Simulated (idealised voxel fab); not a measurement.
process module | voxel wiring stack
cross-section cut | 270 nm wide | cells 5 nm
A cross-section is a grid of square cells, given in bands from the top down. A band is one or more rows of cells.
Each band's line starts with the height of the band's top and of its bottom, in nm. Then come its materials from left to right, each with its width in nm. One material with "throughout" fills the band from edge to edge. "air" is empty space.
Height 0 is the level under which the wafer as received is all one material. The lowest band goes on downwards, as in "0 down".
A width such as "30 to 40" changes by the same amount from each row of cells to the next, from the band's top row to its bottom row.
"no change" after a step means that no cell of the cross-section changed.
closed voids: empty space of 8 cells or more with no open way to the top, each as width x height at its distance from the left edge, in nm
after a step's settings: what the simulator itself notes on the step
overlay nm, on a step with a mask: how far to the right of its planned place the mask lay; to the left if negative
plan
1 op RECEIVE | material Si
2 op CONFORMAL_DEP | material SiO2 | thk nm 15
3 op CONFORMAL_DEP | material SiN | thk nm 5
4 op DIRECTIONAL_DEP | material lowk | thk nm 25
5 op DIRECTIONAL_DEP | material aC | thk nm 15
6 op PATTERN | tone open | mask id METAL_1 | material resist | width nm 30 | pitch nm 50 | thk nm 30 | overlay nm 0
7 op DIRECTIONAL_ETCH | etch materials aC | depth nm 15
8 op STRIP | etch materials resist
9 op DIRECTIONAL_ETCH | etch materials lowk | depth nm 25
10 op DIRECTIONAL_ETCH | etch materials SiN | depth nm 5
11 op STRIP | etch materials aC
12 op CONFORMAL_DEP | material TiN | thk nm 5
13 op FILL_DEP | material Cu | thk nm 10
14 op CMP | height nm 45
15 op CONFORMAL_DEP | material SiCN | thk nm 5
16 op DIRECTIONAL_DEP | material SiO2 | thk nm 15
17 op DIRECTIONAL_DEP | material aC | thk nm 15
18 op PATTERN | tone open | mask id PLUG_1 | material resist | width nm 15 | pitch nm 50 | thk nm 30 | overlay nm 0
19 op DIRECTIONAL_ETCH | etch materials aC | depth nm 15
20 op STRIP | etch materials resist
21 op DIRECTIONAL_ETCH | etch materials SiO2 | depth nm 15
22 op DIRECTIONAL_ETCH | etch materials SiCN | depth nm 5
23 op STRIP | etch materials aC
24 op CONFORMAL_DEP | material TiN | thk nm 5
25 op FILL_DEP | material W | thk nm 5
26 op CMP | height nm 65
27 op DIRECTIONAL_DEP | material TiN | thk nm 5
28 op DIRECTIONAL_DEP | material Ru | thk nm 20
29 op MASKED_ETCH | tone cover | mask id METAL_2 | width nm 30 | pitch nm 50 | etch materials Ru | depth nm 20 | overlay nm 0
30 op MASKED_ETCH | tone cover | mask id METAL_2 | width nm 30 | pitch nm 50 | etch materials TiN | depth nm 5 | overlay nm 0
31 op FILL_DEP | material lowk | thk nm 10
32 op CMP | height nm 90
33 op CONFORMAL_DEP | material SiCN | thk nm 5
34 op DIRECTIONAL_DEP | material SiO2 | thk nm 15
35 op DIRECTIONAL_DEP | material aC | thk nm 15
36 op PATTERN | tone open | mask id PLUG_2 | material resist | width nm 15 | thk nm 30 | overlay nm 0
37 op DIRECTIONAL_ETCH | etch materials aC | depth nm 15
38 op STRIP | etch materials resist
39 op DIRECTIONAL_ETCH | etch materials SiO2 | depth nm 15
40 op DIRECTIONAL_ETCH | etch materials SiCN | depth nm 5
41 op STRIP | etch materials aC
42 op CONFORMAL_DEP | material TiN | thk nm 5
43 op FILL_DEP | material W | thk nm 5
44 op CMP | height nm 110
45 op DIRECTIONAL_DEP | material TiN | thk nm 5
46 op DIRECTIONAL_DEP | material Ru | thk nm 15
47 op PATTERN | tone cover | mask id METAL_3 | material resist | width nm 30 | pitch nm 50 | thk nm 15 | overlay nm 0
48 op DIRECTIONAL_ETCH | etch materials Ru | depth nm 15
49 op DIRECTIONAL_ETCH | etch materials TiN | depth nm 5
50 op STRIP | etch materials resist
51 op CONFORMAL_DEP | material SiCN | thk nm 5
52 op FILL_DEP | material lowk | thk nm 10
53 op CMP | height nm 130
54 op CONFORMAL_DEP | material SiCN | thk nm 5
first wafer, as planned
as received, after step 1
  0 down: Si throughout
  closed voids: none
after step 2
  15 to 0: SiO2 throughout
  below 0: unchanged
after step 3
  20 to 15: SiN throughout
  below 15: unchanged
after step 4
  45 to 20: lowk throughout
  below 20: unchanged
after step 5
  60 to 45: aC throughout
  below 45: unchanged
after step 6
  90 to 60: resist 95 | air 30 | resist 20 | air 30 | resist 95
  below 60: unchanged
after step 7
  75 to 60: resist 95 | air 30 | resist 20 | air 30 | resist 95
  60 to 45: aC 95 | air 30 | aC 20 | air 30 | aC 95
  below 45: unchanged
after step 8
  60 to 45: aC 95 | air 30 | aC 20 | air 30 | aC 95
  below 45: unchanged
after step 9
  60 to 45: aC 95 | air 30 | aC 20 | air 30 | aC 95
  45 to 20: lowk 95 | air 30 | lowk 20 | air 30 | lowk 95
  below 20: unchanged
after step 10
  60 to 45: aC 95 | air 30 | aC 20 | air 30 | aC 95
  45 to 20: lowk 95 | air 30 | lowk 20 | air 30 | lowk 95
  20 to 15: SiN 95 | air 30 | SiN 20 | air 30 | SiN 95
  below 15: unchanged
after step 11
  45 to 20: lowk 95 | air 30 | lowk 20 | air 30 | lowk 95
  below 20: unchanged
after step 12
  50 to 45: TiN 100 | air 20 | TiN 30 | air 20 | TiN 100
  45 to 20: lowk 95 | TiN 5 | air 20 | TiN 5 | lowk 20 | TiN 5 | air 20 | TiN 5 | lowk 95
  20 to 15: SiN 95 | TiN 30 | SiN 20 | TiN 30 | SiN 95
  below 15: unchanged
after step 13
  60 to 50: Cu throughout
  50 to 45: TiN 100 | Cu 20 | TiN 30 | Cu 20 | TiN 100
  45 to 20: lowk 95 | TiN 5 | Cu 20 | TiN 5 | lowk 20 | TiN 5 | Cu 20 | TiN 5 | lowk 95
  below 20: unchanged
after step 14
  45 to 20: lowk 95 | TiN 5 | Cu 20 | TiN 5 | lowk 20 | TiN 5 | Cu 20 | TiN 5 | lowk 95
  below 20: unchanged
after step 15
  50 to 45: SiCN throughout
  below 45: unchanged
after step 16
  65 to 50: SiO2 throughout
  below 50: unchanged
after step 17
  80 to 65: aC throughout
  below 65: unchanged
after step 18
  110 to 80: resist 95 | air 15 | resist 35 | air 15 | resist 110
  below 80: unchanged
after step 19
  95 to 80: resist 95 | air 15 | resist 35 | air 15 | resist 110
  80 to 65: aC 95 | air 15 | aC 35 | air 15 | aC 110
  below 65: unchanged
after step 20
  80 to 65: aC 95 | air 15 | aC 35 | air 15 | aC 110
  below 65: unchanged
after step 21
  80 to 65: aC 95 | air 15 | aC 35 | air 15 | aC 110
  65 to 50: SiO2 95 | air 15 | SiO2 35 | air 15 | SiO2 110
  below 50: unchanged
after step 22
  80 to 65: aC 95 | air 15 | aC 35 | air 15 | aC 110
  65 to 50: SiO2 95 | air 15 | SiO2 35 | air 15 | SiO2 110
  50 to 45: SiCN 95 | air 15 | SiCN 35 | air 15 | SiCN 110
  below 45: unchanged
after step 23
  65 to 50: SiO2 95 | air 15 | SiO2 35 | air 15 | SiO2 110
  below 50: unchanged
after step 24
  70 to 65: TiN 100 | air 5 | TiN 45 | air 5 | TiN 115
  65 to 50: SiO2 95 | TiN 5 | air 5 | TiN 5 | SiO2 35 | TiN 5 | air 5 | TiN 5 | SiO2 110
  50 to 45: SiCN 95 | TiN 15 | SiCN 35 | TiN 15 | SiCN 110
  below 45: unchanged
after step 25
  75 to 70: W throughout
  70 to 65: TiN 100 | W 5 | TiN 45 | W 5 | TiN 115
  65 to 50: SiO2 95 | TiN 5 | W 5 | TiN 5 | SiO2 35 | TiN 5 | W 5 | TiN 5 | SiO2 110
  below 50: unchanged
after step 26
  65 to 50: SiO2 95 | TiN 5 | W 5 | TiN 5 | SiO2 35 | TiN 5 | W 5 | TiN 5 | SiO2 110
  below 50: unchanged
after step 27
  70 to 65: TiN throughout
  below 65: unchanged
after step 28
  90 to 70: Ru throughout
  below 70: unchanged
after step 29
  90 to 70: air 95 | Ru 30 | air 20 | Ru 30 | air 95
  below 70: unchanged
after step 30
  90 to 70: air 95 | Ru 30 | air 20 | Ru 30 | air 95
  70 to 65: air 95 | TiN 30 | air 20 | TiN 30 | air 95
  below 65: unchanged
after step 31
  100 to 90: lowk throughout
  90 to 70: lowk 95 | Ru 30 | lowk 20 | Ru 30 | lowk 95
  70 to 65: lowk 95 | TiN 30 | lowk 20 | TiN 30 | lowk 95
  below 65: unchanged
after step 32
  90 to 70: lowk 95 | Ru 30 | lowk 20 | Ru 30 | lowk 95
  below 70: unchanged
after step 33
  95 to 90: SiCN throughout
  below 90: unchanged
after step 34
  110 to 95: SiO2 throughout
  below 95: unchanged
after step 35
  125 to 110: aC throughout
  below 110: unchanged
after step 36
  155 to 125: resist 95 | air 15 | resist 160
  below 125: unchanged
after step 37
  140 to 125: resist 95 | air 15 | resist 160
  125 to 110: aC 95 | air 15 | aC 160
  below 110: unchanged
after step 38
  125 to 110: aC 95 | air 15 | aC 160
  below 110: unchanged
after step 39
  125 to 110: aC 95 | air 15 | aC 160
  110 to 95: SiO2 95 | air 15 | SiO2 160
  below 95: unchanged
after step 40
  125 to 110: aC 95 | air 15 | aC 160
  110 to 95: SiO2 95 | air 15 | SiO2 160
  95 to 90: SiCN 95 | air 15 | SiCN 160
  below 90: unchanged
after step 41
  110 to 95: SiO2 95 | air 15 | SiO2 160
  below 95: unchanged
after step 42
  115 to 110: TiN 100 | air 5 | TiN 165
  110 to 95: SiO2 95 | TiN 5 | air 5 | TiN 5 | SiO2 160
  95 to 90: SiCN 95 | TiN 15 | SiCN 160
  below 90: unchanged
after step 43
  120 to 115: W throughout
  115 to 110: TiN 100 | W 5 | TiN 165
  110 to 95: SiO2 95 | TiN 5 | W 5 | TiN 5 | SiO2 160
  below 95: unchanged
after step 44
  110 to 95: SiO2 95 | TiN 5 | W 5 | TiN 5 | SiO2 160
  below 95: unchanged
after step 45
  115 to 110: TiN throughout
  below 110: unchanged
after step 46
  130 to 115: Ru throughout
  below 115: unchanged
after step 47
  145 to 130: air 95 | resist 30 | air 20 | resist 30 | air 95
  below 130: unchanged
after step 48
  145 to 130: air 95 | resist 30 | air 20 | resist 30 | air 95
  130 to 115: air 95 | Ru 30 | air 20 | Ru 30 | air 95
  below 115: unchanged
after step 49
  145 to 130: air 95 | resist 30 | air 20 | resist 30 | air 95
  130 to 115: air 95 | Ru 30 | air 20 | Ru 30 | air 95
  115 to 110: air 95 | TiN 30 | air 20 | TiN 30 | air 95
  below 110: unchanged
after step 50
  130 to 115: air 95 | Ru 30 | air 20 | Ru 30 | air 95
  below 115: unchanged
after step 51
  135 to 130: air 90 | SiCN 40 | air 10 | SiCN 40 | air 90
  130 to 115: air 90 | SiCN 5 | Ru 30 | SiCN 5 | air 10 | SiCN 5 | Ru 30 | SiCN 5 | air 90
  115 to 110: SiCN 95 | TiN 30 | SiCN 20 | TiN 30 | SiCN 95
  below 110: unchanged
after step 52
  145 to 135: lowk throughout
  135 to 130: lowk 90 | SiCN 40 | lowk 10 | SiCN 40 | lowk 90
  130 to 115: lowk 90 | SiCN 5 | Ru 30 | SiCN 5 | lowk 10 | SiCN 5 | Ru 30 | SiCN 5 | lowk 90
  below 115: unchanged
after step 53
  130 to 115: lowk 90 | SiCN 5 | Ru 30 | SiCN 5 | lowk 10 | SiCN 5 | Ru 30 | SiCN 5 | lowk 90
  below 115: unchanged
after step 54
  135 to 130: SiCN throughout
  below 130: unchanged
second wafer: like start, like plan, one mistake. Through step 17 it matches the first wafer
when step 18 should have ended
  110 to 80: resist 95 | air 20 | resist 30 | air 20 | resist 105
  below 80: unchanged
when step 19 should have ended
  95 to 80: resist 95 | air 20 | resist 30 | air 20 | resist 105
  80 to 65: aC 95 | air 20 | aC 30 | air 20 | aC 105
  below 65: unchanged
when step 20 should have ended
  80 to 65: aC 95 | air 20 | aC 30 | air 20 | aC 105
  below 65: unchanged
when step 21 should have ended
  80 to 65: aC 95 | air 20 | aC 30 | air 20 | aC 105
  65 to 50: SiO2 95 | air 20 | SiO2 30 | air 20 | SiO2 105
  below 50: unchanged
when step 22 should have ended
  80 to 65: aC 95 | air 20 | aC 30 | air 20 | aC 105
  65 to 50: SiO2 95 | air 20 | SiO2 30 | air 20 | SiO2 105
  50 to 45: SiCN 95 | air 20 | SiCN 30 | air 20 | SiCN 105
  below 45: unchanged
when step 23 should have ended
  65 to 50: SiO2 95 | air 20 | SiO2 30 | air 20 | SiO2 105
  below 50: unchanged
when step 24 should have ended
  70 to 65: TiN 100 | air 10 | TiN 40 | air 10 | TiN 110
  65 to 50: SiO2 95 | TiN 5 | air 10 | TiN 5 | SiO2 30 | TiN 5 | air 10 | TiN 5 | SiO2 105
  50 to 45: SiCN 95 | TiN 20 | SiCN 30 | TiN 20 | SiCN 105
  below 45: unchanged
when step 25 should have ended
  75 to 70: W throughout
  70 to 65: TiN 100 | W 10 | TiN 40 | W 10 | TiN 110
  65 to 50: SiO2 95 | TiN 5 | W 10 | TiN 5 | SiO2 30 | TiN 5 | W 10 | TiN 5 | SiO2 105
  below 50: unchanged
when step 26 should have ended
  65 to 50: SiO2 95 | TiN 5 | W 10 | TiN 5 | SiO2 30 | TiN 5 | W 10 | TiN 5 | SiO2 105
  below 50: unchanged
when step 27 should have ended
  70 to 65: TiN throughout
  below 65: unchanged
when step 28 should have ended
  90 to 70: Ru throughout
  below 70: unchanged
when step 29 should have ended
  90 to 70: air 95 | Ru 30 | air 20 | Ru 30 | air 95
  below 70: unchanged
when step 30 should have ended
  90 to 70: air 95 | Ru 30 | air 20 | Ru 30 | air 95
  70 to 65: air 95 | TiN 30 | air 20 | TiN 30 | air 95
  below 65: unchanged
when step 31 should have ended
  100 to 90: lowk throughout
  90 to 70: lowk 95 | Ru 30 | lowk 20 | Ru 30 | lowk 95
  70 to 65: lowk 95 | TiN 30 | lowk 20 | TiN 30 | lowk 95
  below 65: unchanged
when step 32 should have ended
  90 to 70: lowk 95 | Ru 30 | lowk 20 | Ru 30 | lowk 95
  below 70: unchanged
when step 33 should have ended
  95 to 90: SiCN throughout
  below 90: unchanged
when step 34 should have ended
  110 to 95: SiO2 throughout
  below 95: unchanged
when step 35 should have ended
  125 to 110: aC throughout
  below 110: unchanged
when step 36 should have ended
  155 to 125: resist 95 | air 15 | resist 160
  below 125: unchanged
when step 37 should have ended
  140 to 125: resist 95 | air 15 | resist 160
  125 to 110: aC 95 | air 15 | aC 160
  below 110: unchanged
when step 38 should have ended
  125 to 110: aC 95 | air 15 | aC 160
  below 110: unchanged
when step 39 should have ended
  125 to 110: aC 95 | air 15 | aC 160
  110 to 95: SiO2 95 | air 15 | SiO2 160
  below 95: unchanged
when step 40 should have ended
  125 to 110: aC 95 | air 15 | aC 160
  110 to 95: SiO2 95 | air 15 | SiO2 160
  95 to 90: SiCN 95 | air 15 | SiCN 160
  below 90: unchanged
when step 41 should have ended
  110 to 95: SiO2 95 | air 15 | SiO2 160
  below 95: unchanged
when step 42 should have ended
  115 to 110: TiN 100 | air 5 | TiN 165
  110 to 95: SiO2 95 | TiN 5 | air 5 | TiN 5 | SiO2 160
  95 to 90: SiCN 95 | TiN 15 | SiCN 160
  below 90: unchanged
when step 43 should have ended
  120 to 115: W throughout
  115 to 110: TiN 100 | W 5 | TiN 165
  110 to 95: SiO2 95 | TiN 5 | W 5 | TiN 5 | SiO2 160
  below 95: unchanged
when step 44 should have ended
  110 to 95: SiO2 95 | TiN 5 | W 5 | TiN 5 | SiO2 160
  below 95: unchanged
when step 45 should have ended
  115 to 110: TiN throughout
  below 110: unchanged
when step 46 should have ended
  130 to 115: Ru throughout
  below 115: unchanged
when step 47 should have ended
  145 to 130: air 95 | resist 30 | air 20 | resist 30 | air 95
  below 130: unchanged
when step 48 should have ended
  145 to 130: air 95 | resist 30 | air 20 | resist 30 | air 95
  130 to 115: air 95 | Ru 30 | air 20 | Ru 30 | air 95
  below 115: unchanged
when step 49 should have ended
  145 to 130: air 95 | resist 30 | air 20 | resist 30 | air 95
  130 to 115: air 95 | Ru 30 | air 20 | Ru 30 | air 95
  115 to 110: air 95 | TiN 30 | air 20 | TiN 30 | air 95
  below 110: unchanged
when step 50 should have ended
  130 to 115: air 95 | Ru 30 | air 20 | Ru 30 | air 95
  below 115: unchanged
when step 51 should have ended
  135 to 130: air 90 | SiCN 40 | air 10 | SiCN 40 | air 90
  130 to 115: air 90 | SiCN 5 | Ru 30 | SiCN 5 | air 10 | SiCN 5 | Ru 30 | SiCN 5 | air 90
  115 to 110: SiCN 95 | TiN 30 | SiCN 20 | TiN 30 | SiCN 95
  below 110: unchanged
when step 52 should have ended
  145 to 135: lowk throughout
  135 to 130: lowk 90 | SiCN 40 | lowk 10 | SiCN 40 | lowk 90
  130 to 115: lowk 90 | SiCN 5 | Ru 30 | SiCN 5 | lowk 10 | SiCN 5 | Ru 30 | SiCN 5 | lowk 90
  below 115: unchanged
when step 53 should have ended
  130 to 115: lowk 90 | SiCN 5 | Ru 30 | SiCN 5 | lowk 10 | SiCN 5 | Ru 30 | SiCN 5 | lowk 90
  below 115: unchanged
when step 54 should have ended
  135 to 130: SiCN throughout
  below 130: unchanged
what went wrong: step 18 ran as: op PATTERN | tone open | mask id PLUG_1 | material resist | width nm 20 | pitch nm 50 | thk nm 30 | overlay nm 0
at the end the second wafer has, in cells: 2 fewer of SiCN | 6 fewer of SiO2 | 2 more of TiN | 6 more of W
